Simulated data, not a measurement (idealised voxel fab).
The document below concerns the process module designated voxel self aligned vias.
Shown is cross-section cut, with a width of 280 nm and square cells of size 5 nm.
Bands, listed from the top down, are how a cross-section gets written in this document; the cross-section itself is a grid of square cells, and a band is one or more rows of them. Quick guide to a band line: top height, bottom height (nm) up front; then every material left to right with its width in nm. Only one material and it's marked "all across"? Then it fills the band edge to edge. And "blank" just means empty space. Zero point of the height axis is 0; under it, received wafer = one material. Lowest band: continues down indefinitely, "0 nm and below". It should be noted that a width expressed as "30..40" varies in equal increments from row to row of cells within the band, taking the value of the first number at the top row and that of the second number at the bottom row. The designation "remained unchanged", where it is given for a processing step, indicates that no cell of the cross-section was altered in the course of that step. "Closed void list" specifies each empty space that is not open to the top and that occupies no fewer than 8 cells, using the form width x height at distance, the distance measured from the left edge and all three quantities in nm. Note: text after step settings on the step line = simulator remark on that step. overlay nm: for a step with a mask, the amount by which the mask lay right of where it was planned; a negative amount means left of it.

plan:
1) RECEIVE,material Si
2) CONFORMAL_DEP,material SiO2,thk nm 10
3) CONFORMAL_DEP,material SiCN,thk nm 5
4) DIRECTIONAL_DEP,material lowk,thk nm 10
5) DIRECTIONAL_DEP,material aC,thk nm 10
6) PATTERN,tone open,mask id LINES,material resist,width nm 25,pitch nm 70,thk nm 25,overlay nm 0
7) DIRECTIONAL_ETCH,etch materials aC,depth nm 10
8) STRIP,etch materials resist
9) DIRECTIONAL_ETCH,etch materials lowk,depth nm 20
10) STRIP,etch materials aC
11) CONFORMAL_DEP,material TiN,thk nm 5
12) FILL_DEP,material Ru,thk nm 10
13) CMP,height nm 35
14) SELECTIVE_ETCH,etch materials W Ru TiN,depth nm 10
15) FILL_DEP,material SiN,thk nm 10
16) CMP,height nm 35
17) DIRECTIONAL_DEP,material lowk,thk nm 15
18) DIRECTIONAL_DEP,material aC,thk nm 15
19) PATTERN,tone open,mask id VIAS,material resist,width nm 45,pitch nm 70,thk nm 30,overlay nm 0
20) DIRECTIONAL_ETCH,etch materials aC,depth nm 15
21) STRIP,etch materials resist
22) DIRECTIONAL_ETCH,etch materials lowk,depth nm 15
23) DIRECTIONAL_ETCH,etch materials SiN,depth nm 10
24) STRIP,etch materials aC
25) CONFORMAL_DEP,material TiN,thk nm 5
26) FILL_DEP,material W,thk nm 10
27) CMP,height nm 50
28) CONFORMAL_DEP,material SiCN,thk nm 5
Quick note for whoever runs this: the wafers start identical, but the thk nm at step 4 isn't the same across them. The plan just shows what the first wafer had.

Incoming state of the first of several wafers in cross-section: after step 1:
    0 nm and below = Si all across
    Closed void list: none

End of module, by wafer: material-by-material cell gain (+) or loss (-) since receipt, then closed voids:
thk nm 10; +9 Ru; +112 SiCN; +58 SiN; +112 SiO2; +72 TiN; +84 W; +169 lowk; Closed void list: none
thk nm 15; +9 Ru; +112 SiCN; +29 SiN; +112 SiO2; +72 TiN; +72 W; +210 lowk; Closed void list: none
thk nm 20; +9 Ru; +112 SiCN; +112 SiO2; +72 TiN; +60 W; +251 lowk; Closed void list: none
thk nm 25; +112 SiCN; +112 SiO2; +66 TiN; +60 W; +266 lowk; Closed void list: none
thk nm 30; +112 SiCN; +112 SiO2; +51 TiN; +60 W; +281 lowk; Closed void list: none
thk nm 35; +112 SiCN; +112 SiO2; +45 TiN; +51 W; +296 lowk; Closed void list: none
